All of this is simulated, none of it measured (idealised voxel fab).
Title: Process Module voxel tone inversion
For reference, the cross-section in this document is cut, with width 230 nm and square cells of 5 nm.
Cross-section = grid of square cells, listed top down in bands; band = one or more rows. Heights first: top, then bottom, in nm. Then materials, left to right, each with a width in nm. "edge to edge" on a single material: fills the band edge to edge. "empty": empty space. Counting heights begins at 0, where everything beneath is, in the wafer as received, one material. The lowest band has no bottom; it goes on downwards, as "0 -> down" shows. Read "30..40" as a graded width: first number on top, second number at the bottom, same change between each pair of neighbouring rows. Where the words "all unchanged" appear for a step, the cross-section shows no cell changed by that step; every cell remained as before. Each empty space that has no open way to the top and spans at least 8 cells appears under "Closed void table" as width x height at distance, the distance counted from the left edge, all in nm. Past the settings on a step's line: simulator remark, on that step. overlay nm: step with mask; distance mask lay right of planned place; negative value = left of planned place.

Process steps (planned)
- 1: RECEIVE with material Si
- 2: CONFORMAL_DEP with material SiCN, thk nm 5
- 3: DIRECTIONAL_DEP with material polySi, thk nm 25
- 4: PATTERN with tone cover, mask id POSTS, material resist, width nm 25, pitch nm 50, thk nm 35, overlay nm 0
- 5: DIRECTIONAL_ETCH with etch materials polySi, depth nm 25
- 6: STRIP with etch materials resist
- 7: FILL_DEP with material lowk, thk nm 5
- 8: CMP with height nm 30
- 9: STRIP with etch materials polySi

The first of a set of two wafers, run to plan

This is the cross-section of the wafer as we received it, i.e. after step 1
  0 -> down  Si edge to edge
  Closed void table: none

Cross-sectional representation of the wafer at the conclusion of step 2
  5 -> 0  SiCN edge to edge
  Below 0, the layers are the same as they were.

Cross-sectional representation of the wafer at the conclusion of step 3
  30 -> 5  polySi edge to edge
  Below 5, the layers are the same as they were.

Cross-sectional representation of the wafer at the conclusion of step 4
  65 -> 30  empty: 50 / resist: 25 / empty: 25 / resist: 25 / empty: 25 / resist: 25 / empty: 55
  Below 30, the layers are the same as they were.

Cross-sectional representation of the wafer at the conclusion of step 5
  65 -> 30  empty: 50 / resist: 25 / empty: 25 / resist: 25 / empty: 25 / resist: 25 / empty: 55
  30 -> 5  empty: 50 / polySi: 25 / empty: 25 / polySi: 25 / empty: 25 / polySi: 25 / empty: 55
  Below 5, the layers are the same as they were.

Cross-sectional representation of the wafer at the conclusion of step 6
  30 -> 5  empty: 50 / polySi: 25 / empty: 25 / polySi: 25 / empty: 25 / polySi: 25 / empty: 55
  Below 5, the layers are the same as they were.

Cross-sectional representation of the wafer at the conclusion of step 7
  35 -> 30  lowk edge to edge
  30 -> 5  lowk: 50 / polySi: 25 / lowk: 25 / polySi: 25 / lowk: 25 / polySi: 25 / lowk: 55
  Below 5, the layers are the same as they were.

Cross-sectional representation of the wafer at the conclusion of step 8
  30 -> 5  lowk: 50 / polySi: 25 / lowk: 25 / polySi: 25 / lowk: 25 / polySi: 25 / lowk: 55
  Below 5, the layers are the same as they were.

Cross-sectional representation of the wafer at the conclusion of step 9
  30 -> 5  lowk: 50 / empty: 25 / lowk: 25 / empty: 25 / lowk: 25 / empty: 25 / lowk: 55
  Below 5, the layers are the same as they were.

Second wafer, same starting state and plan as the first, one mistake in the run, identical through step 7

Cross-section of the second wafer corresponding to the planned conclusion of step 8
  20 -> 5  lowk: 50 / polySi: 25 / lowk: 25 / polySi: 25 / lowk: 25 / polySi: 25 / lowk: 55
  Below 5, the layers are the same as they were.

Cross-section of the second wafer corresponding to the planned conclusion of step 9
  20 -> 5  lowk: 50 / empty: 25 / lowk: 25 / empty: 25 / lowk: 25 / empty: 25 / lowk: 55
  Below 5, the layers are the same as they were.
It is concluded that the wafer was processed incorrectly with respect to the plan, in that planned and actual differ for step 8; actual: CMP with height nm 20
The closing comparison, in cells, has the second wafer with more or fewer of some materials than the first: lowk: 62 fewer
